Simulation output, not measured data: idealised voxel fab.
Process module heading - voxel wiring stack
FYI the section here is cut, 235 nm wide, cells are 5 nm squares.
Throughout this document, each cross-section is represented as a grid of square cells and is presented as a sequence of bands enumerated from the top downward, where a band comprises one or more rows of cells. Heights first: top, then bottom, in nm. Then materials, left to right, each with a width in nm. "edge to edge" on a single material: fills the band edge to edge. "blank": empty space. Measure heights from 0. That's the level where, below it, the as-received wafer is all one material. The lowest band is bottomless and extends downward; write it as in "z 0 and below". Think of "30->40" as a width that walks from the first number to the second as you go down the band, top row to bottom row, taking equal-sized steps from row to row. A step reported as "stayed the same" is a step in which no cell of the cross-section changed. Empty spaces counting at least 8 cells and having no open way to the top are listed in "Closed voids list". The notation width x height at distance is used for each, the distance being from the left edge and all three values in nm. Text after the settings on a step's line: the simulator's own remark on that step. "overlay nm" on a masked step: distance the mask lay right of its planned place, negative for left.
Listed below are the process steps as planned
1 RECEIVE: material Si
2 CONFORMAL_DEP: material SiO2, thk nm 10
3 CONFORMAL_DEP: material SiCN, thk nm 5
4 DIRECTIONAL_DEP: material SiO2, thk nm 25
5 MASKED_ETCH: tone open, mask id METAL_1, width nm 25, pitch nm 45, etch materials SiO2, depth nm 25, overlay nm 0
6 MASKED_ETCH: tone open, mask id METAL_1, width nm 25, pitch nm 45, etch materials SiCN, depth nm 5, overlay nm 0
7 CONFORMAL_DEP: material TiN, thk nm 5
8 FILL_DEP: material Cu, thk nm 10
9 CMP: height nm 40
10 CONFORMAL_DEP: material SiCN, thk nm 5
11 DIRECTIONAL_DEP: material lowk, thk nm 30
12 DIRECTIONAL_DEP: material aC, thk nm 10
13 PATTERN: tone open, mask id METAL_2_HOLES, material resist, width nm 15, pitch nm 90, thk nm 30, overlay nm 0
14 DIRECTIONAL_ETCH: etch materials aC, depth nm 10
15 STRIP: etch materials resist
16 DIRECTIONAL_ETCH: etch materials lowk, depth nm 30
17 STRIP: etch materials aC
18 MASKED_ETCH: tone open, mask id METAL_2, width nm 25, pitch nm 45, etch materials lowk, depth nm 10, overlay nm 0
19 MASKED_ETCH: tone open, mask id METAL_2, width nm 25, pitch nm 45, etch materials SiCN, depth nm 5, overlay nm 0
20 CONFORMAL_DEP: material TiN, thk nm 5
21 FILL_DEP: material Cu, thk nm 5
22 CMP: height nm 75
23 CONFORMAL_DEP: material SiCN, thk nm 5
24 DIRECTIONAL_DEP: material lowk, thk nm 20
25 MASKED_ETCH: tone open, mask id PLUG_2, width nm 15, pitch nm 90, etch materials lowk, depth nm 20, overlay nm 0
26 MASKED_ETCH: tone open, mask id PLUG_2, width nm 15, pitch nm 90, etch materials SiCN, depth nm 5, overlay nm 0
27 EPI: material Ru, thk nm 10
28 EPI: material Ru, thk nm 10
29 EPI: material Ru, thk nm 5
30 CONFORMAL_DEP: material SiN, thk nm 5
31 DIRECTIONAL_DEP: material lowk, thk nm 15
32 PATTERN: tone open, mask id METAL_3, material resist, width nm 25, pitch nm 45, thk nm 20, overlay nm 0
33 DIRECTIONAL_ETCH: etch materials lowk, depth nm 15
34 DIRECTIONAL_ETCH: etch materials SiN, depth nm 5
35 STRIP: etch materials resist
36 CONFORMAL_DEP: material TiN, thk nm 5
37 FILL_DEP: material Cu, thk nm 10
38 CMP: height nm 120
39 EPI: material Ru, thk nm 5
40 FILL_DEP: material SiCN, thk nm 5
41 DIRECTIONAL_DEP: material SiO2, thk nm 10
42 PATTERN: tone open, mask id PLUG_3, material resist, width nm 15, pitch nm 45, thk nm 15, overlay nm 0
43 DIRECTIONAL_ETCH: etch materials SiO2, depth nm 10
44 DIRECTIONAL_ETCH: etch materials SiCN, depth nm 5
45 STRIP: etch materials resist
46 EPI: material Ru, thk nm 10
47 EPI: material Ru, thk nm 5
48 CONFORMAL_DEP: material SiCN, thk nm 5
49 DIRECTIONAL_DEP: material SiO2, thk nm 20
50 PATTERN: tone open, mask id METAL_4, material resist, width nm 25, pitch nm 45, thk nm 15, overlay nm 0
51 DIRECTIONAL_ETCH: etch materials SiO2, depth nm 20
52 DIRECTIONAL_ETCH: etch materials SiCN, depth nm 5
53 STRIP: etch materials resist
54 CONFORMAL_DEP: material TiN, thk nm 5
55 FILL_DEP: material W, thk nm 10
56 CMP: height nm 165
57 CONFORMAL_DEP: material SiCN, thk nm 5
Heads up: all these wafers start the same, and what changes between them is the depth nm in step 18. The value you see in the plan is just what the first wafer got.
Received wafers, first of several: cross-section after step 1
  z 0 and below | Si edge to edge
  Closed voids list: none
Module end state after final step 57: cross-section of the first of several wafers
  z 170 to 165 | SiCN edge to edge
  z 165 to 145 | SiO2 60 nm  TiN 5 nm  W 15 nm  TiN 5 nm  SiO2 20 nm  TiN 5 nm  W 15 nm  TiN 5 nm  SiO2 20 nm  TiN 5 nm  W 15 nm  TiN 5 nm  SiO2 60 nm
  z 145 to 140 | SiCN 60 nm  TiN 25 nm  SiCN 20 nm  TiN 25 nm  SiCN 20 nm  TiN 25 nm  SiCN 60 nm
  z 140 to 130 | SiO2 60 nm  Ru 15 nm  SiO2 30 nm  Ru 15 nm  SiO2 30 nm  Ru 15 nm  SiO2 70 nm
  z 130 to 120 | SiCN 60->55 nm  Ru 15->35 nm  SiCN 30->10 nm  Ru 15->35 nm  SiCN 30->10 nm  Ru 15->35 nm  SiCN 70->55 nm
  z 120 to 105 | lowk 60 nm  TiN 5 nm  Cu 15 nm  TiN 5 nm  lowk 20 nm  TiN 5 nm  Cu 15 nm  TiN 5 nm  lowk 20 nm  TiN 5 nm  Cu 15 nm  TiN 5 nm  lowk 60 nm
  z 105 to 100 | SiN 60 nm  TiN 25 nm  SiN 20 nm  TiN 25 nm  SiN 20 nm  TiN 25 nm  SiN 60 nm
  z 100 to 80 | lowk 60 nm  Ru 15 nm  lowk 75 nm  Ru 15 nm  lowk 70 nm
  z 80 to 75 | SiCN 60 nm  Ru 15 nm  SiCN 75 nm  Ru 15 nm  SiCN 70 nm
  z 75 to 70 | lowk 60 nm  TiN 5 nm  Cu 15 nm  TiN 5 nm  lowk 20 nm  TiN 5 nm  Cu 15 nm  TiN 5 nm  lowk 20 nm  TiN 5 nm  Cu 15 nm  TiN 5 nm  lowk 60 nm
  z 70 to 65 | lowk 60 nm  TiN 5 nm  Cu 5 nm  TiN 15 nm  lowk 20 nm  TiN 25 nm  lowk 20 nm  TiN 5 nm  Cu 5 nm  TiN 15 nm  lowk 60 nm
  z 65 to 45 | lowk 60 nm  TiN 5 nm  Cu 5 nm  TiN 5 nm  lowk 75 nm  TiN 5 nm  Cu 5 nm  TiN 5 nm  lowk 70 nm
  z 45 to 40 | SiCN 60 nm  TiN 15 nm  SiCN 75 nm  TiN 15 nm  SiCN 70 nm
  z 40 to 15 | SiO2 60 nm  TiN 5 nm  Cu 15 nm  TiN 5 nm  SiO2 20 nm  TiN 5 nm  Cu 15 nm  TiN 5 nm  SiO2 20 nm  TiN 5 nm  Cu 15 nm  TiN 5 nm  SiO2 60 nm
  z 15 to 10 | SiCN 60 nm  TiN 25 nm  SiCN 20 nm  TiN 25 nm  SiCN 20 nm  TiN 25 nm  SiCN 60 nm
  z 10 to 0 | SiO2 edge to edge
  z 0 and below | Si edge to edge
  Closed voids list: none
Last wafer, end of module, cross-section
  z 170 to 165 | SiCN edge to edge
  z 165 to 145 | SiO2 60 nm  TiN 5 nm  W 15 nm  TiN 5 nm  SiO2 20 nm  TiN 5 nm  W 15 nm  TiN 5 nm  SiO2 20 nm  TiN 5 nm  W 15 nm  TiN 5 nm  SiO2 60 nm
  z 145 to 140 | SiCN 60 nm  TiN 25 nm  SiCN 20 nm  TiN 25 nm  SiCN 20 nm  TiN 25 nm  SiCN 60 nm
  z 140 to 130 | SiO2 60 nm  Ru 15 nm  SiO2 30 nm  Ru 15 nm  SiO2 30 nm  Ru 15 nm  SiO2 70 nm
  z 130 to 120 | SiCN 60->55 nm  Ru 15->35 nm  SiCN 30->10 nm  Ru 15->35 nm  SiCN 30->10 nm  Ru 15->35 nm  SiCN 70->55 nm
  z 120 to 105 | lowk 60 nm  TiN 5 nm  Cu 15 nm  TiN 5 nm  lowk 20 nm  TiN 5 nm  Cu 15 nm  TiN 5 nm  lowk 20 nm  TiN 5 nm  Cu 15 nm  TiN 5 nm  lowk 60 nm
  z 105 to 100 | SiN 60 nm  TiN 25 nm  SiN 20 nm  TiN 25 nm  SiN 20 nm  TiN 25 nm  SiN 60 nm
  z 100 to 80 | lowk 60 nm  Ru 15 nm  lowk 75 nm  Ru 15 nm  lowk 70 nm
  z 80 to 75 | SiCN 60 nm  Ru 15 nm  SiCN 75 nm  Ru 15 nm  SiCN 70 nm
  z 75 to 45 | lowk 60 nm  TiN 5 nm  Cu 15 nm  TiN 5 nm  lowk 20 nm  TiN 5 nm  Cu 15 nm  TiN 5 nm  lowk 20 nm  TiN 5 nm  Cu 15 nm  TiN 5 nm  lowk 60 nm
  z 45 to 40 | SiCN 60 nm  TiN 25 nm  SiCN 20 nm  TiN 25 nm  SiCN 20 nm  TiN 25 nm  SiCN 60 nm
  z 40 to 15 | SiO2 60 nm  TiN 5 nm  Cu 15 nm  TiN 5 nm  SiO2 20 nm  TiN 5 nm  Cu 15 nm  TiN 5 nm  SiO2 20 nm  TiN 5 nm  Cu 15 nm  TiN 5 nm  SiO2 60 nm
  z 15 to 10 | SiCN 60 nm  TiN 25 nm  SiCN 20 nm  TiN 25 nm  SiCN 20 nm  TiN 25 nm  SiCN 60 nm
  z 10 to 0 | SiO2 edge to edge
  z 0 and below | Si edge to edge
  Closed voids list: none
Where each wafer stands at the end of the module, a row apiece: cells of each material gained (+) or lost (-) since it was received, then closed voids
depth nm 10, +91 Cu, +78 Ru, +257 SiCN, +32 SiN, +458 SiO2, +158 TiN, +36 W, +488 lowk, Closed voids list: none
depth nm 15, +98 Cu, +78 Ru, +257 SiCN, +32 SiN, +458 SiO2, +160 TiN, +36 W, +479 lowk, Closed voids list: none
depth nm 20, +105 Cu, +78 Ru, +257 SiCN, +32 SiN, +458 SiO2, +162 TiN, +36 W, +470 lowk, Closed voids list: none
depth nm 25, +112 Cu, +78 Ru, +257 SiCN, +32 SiN, +458 SiO2, +164 TiN, +36 W, +461 lowk, Closed voids list: none
depth nm 30, +126 Cu, +78 Ru, +248 SiCN, +32 SiN, +458 SiO2, +168 TiN, +36 W, +452 lowk, Closed voids list: none
depth nm 35, +126 Cu, +78 Ru, +248 SiCN, +32 SiN, +458 SiO2, +168 TiN, +36 W, +452 lowk, Closed voids list: none
